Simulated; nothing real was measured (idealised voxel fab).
Proc. module: voxel spacer lines
Pictured: cross-section cut, 260 nm wide, on a grid of 5 nm square cells.
We lay out every cross-section as a grid of square cells and spell it out in bands from the top down, where one band means one or more rows of cells.
A band entry consists of two parts. The first gives the height of the band's top and the height of its bottom, in nm. The rest lists the band's materials from left to right, each with its width in nm. A single material labelled with the word "full width" fills the band from edge to edge, and the word "empty" marks empty space.
Counting heights begins at 0, where everything beneath is, in the wafer as received, one material. The lowest band has no bottom; it goes on downwards, as "0 and below" shows.
Per-row width for "30 to 40": begins at first number (top row of band), ends at second number (bottom row), increment between rows held constant.
"nothing got changed" (step): cross-section cells unchanged, all of them.
"Encapsulated voids": sealed empty spaces, 8 cells or more, no open way to top, listed width x height at distance, with distance from the left edge and width, height and distance in nm.
On a step's line, text after the settings is the simulator commenting on that step.
What "overlay nm" on a step's line means: if the step has a mask, that mask lay this far to the right of its planned place, or, when the value is negative, to the left.

Process steps foreseen in the plan:
| 1 | RECEIVE: material Si |
| 2 | CONFORMAL_DEP: material Al2O3, thk nm 5 |
| 3 | DIRECTIONAL_DEP: material SiN, thk nm 10 |
| 4 | DIRECTIONAL_DEP: material aC, thk nm 20 |
| 5 | PATTERN: tone cover, mask id MANDREL, material resist, width nm 25, pitch nm 70, thk nm 30, overlay nm 0 |
| 6 | DIRECTIONAL_ETCH: etch materials aC, depth nm 20 |
| 7 | STRIP: etch materials resist |
| 8 | CONFORMAL_DEP: material SiO2, thk nm 10 |
| 9 | DIRECTIONAL_ETCH: etch materials SiO2, depth nm 10 |
| 10 | STRIP: etch materials aC |
| 11 | DIRECTIONAL_ETCH: etch materials SiN, depth nm 10 |
| 12 | STRIP: etch materials SiO2 |
| 13 | FILL_DEP: material SiO2, thk nm 10 |
| 14 | CMP: height nm 15 |

Wafer at receipt (post step 1), cross-section:
    0 and below  Si full width
    Encapsulated voids: none

Below is the wafer in cross-section after the module was completed. It began from the starting point shown above and followed the plan shown above, except that one mistake was made while running it:
    15 down to 10  SiO2 full width
    10 down to 0  SiO2: 35 | SiN: 10 | SiO2: 25 | SiN: 10 | SiO2: 25 | SiN: 10 | SiO2: 25 | SiN: 10 | SiO2: 25 | SiN: 10 | SiO2: 25 | SiN: 10 | SiO2: 40
    0 and below  Si full width
    Encapsulated voids: none
Processing error: step 2 of the plan was bypassed and not carried out
